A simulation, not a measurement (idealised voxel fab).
Process module in this document: voxel lift off
Cross-section cut: width 170 nm, square cells of 5 nm.
The cross-sections in this document take the form of a grid made of square cells. They are written out as bands, in order from top to bottom. Each band consists of one or more rows of cells.
Within each band entry, the heights of the top and of the bottom of the band appear first, in that order and in nm; the materials of the band then follow from left to right, each with its corresponding width in nm. The designation "throughout" on a single material indicates that it fills the band from edge to edge; the designation "air" indicates empty space.
Ref level 0: as-received wafer is one material below here. Bottom band extends down with no lower bound ("0..down").
Top row gets the first number, bottom row gets the second, and each row in between changes by the same step: that is how a band width like "30 to 40" works.
Where a step carries "changes: none", the cross-section came out of it unchanged, cell for cell.
The list in "Sealed-off cavities" covers empty spaces of 8 cells or more that cannot reach the top through any open way, and it gives each as width x height at distance; the distance is from the left edge, and width, height and distance are in nm.
Post-settings text on a step line: simulator's own remark regarding the step.
overlay nm: on a step with a mask, how far right of its planned place the mask lay; negative means left.

### So here's the lineup of process steps we planned
1 RECEIVE: material Si
2 CONFORMAL_DEP: material SiO2, thk nm 15
3 PATTERN: tone open, mask id LINES, material resist, width nm 25, pitch nm 55, thk nm 15, overlay nm 0
4 DIRECTIONAL_DEP: material Ru, thk nm 5
5 STRIP: etch materials resist
6 CONFORMAL_DEP: material SiO2, thk nm 5

### This is the cross-section of the wafer as we received it, i.e. after step 1
- 0..down: Si throughout
- Sealed-off cavities: none

### first wafer at the end, as planned
- 25..20: 10 nm air; 35 nm SiO2; 20 nm air; 35 nm SiO2; 20 nm air; 35 nm SiO2; 15 nm air
- 20..15: 15 nm SiO2; 25 nm Ru; 30 nm SiO2; 25 nm Ru; 30 nm SiO2; 25 nm Ru; 20 nm SiO2
- 15..0: SiO2 throughout
- 0..down: Si throughout
- Sealed-off cavities: none

### Here is the second of the two wafers cut open at the end of the module - same start, same plan as the first one, but we made one mistake running it
- 25..20: 10 nm air; 40 nm SiO2; 15 nm air; 40 nm SiO2; 15 nm air; 40 nm SiO2; 10 nm air
- 20..15: 15 nm SiO2; 30 nm Ru; 25 nm SiO2; 30 nm Ru; 25 nm SiO2; 30 nm Ru; 15 nm SiO2
- 15..0: SiO2 throughout
- 0..down: Si throughout
- Sealed-off cavities: none
What went wrong in running the wafer? step 3 ran with different settings than intended, the actual operation and settings being PATTERN: tone open, mask id LINES, material resist, width nm 30, pitch nm 55, thk nm 15, overlay nm 0
Bottom line after processing is that, in cells, the second wafer is up or down on some materials versus the first: Ru: 3 more
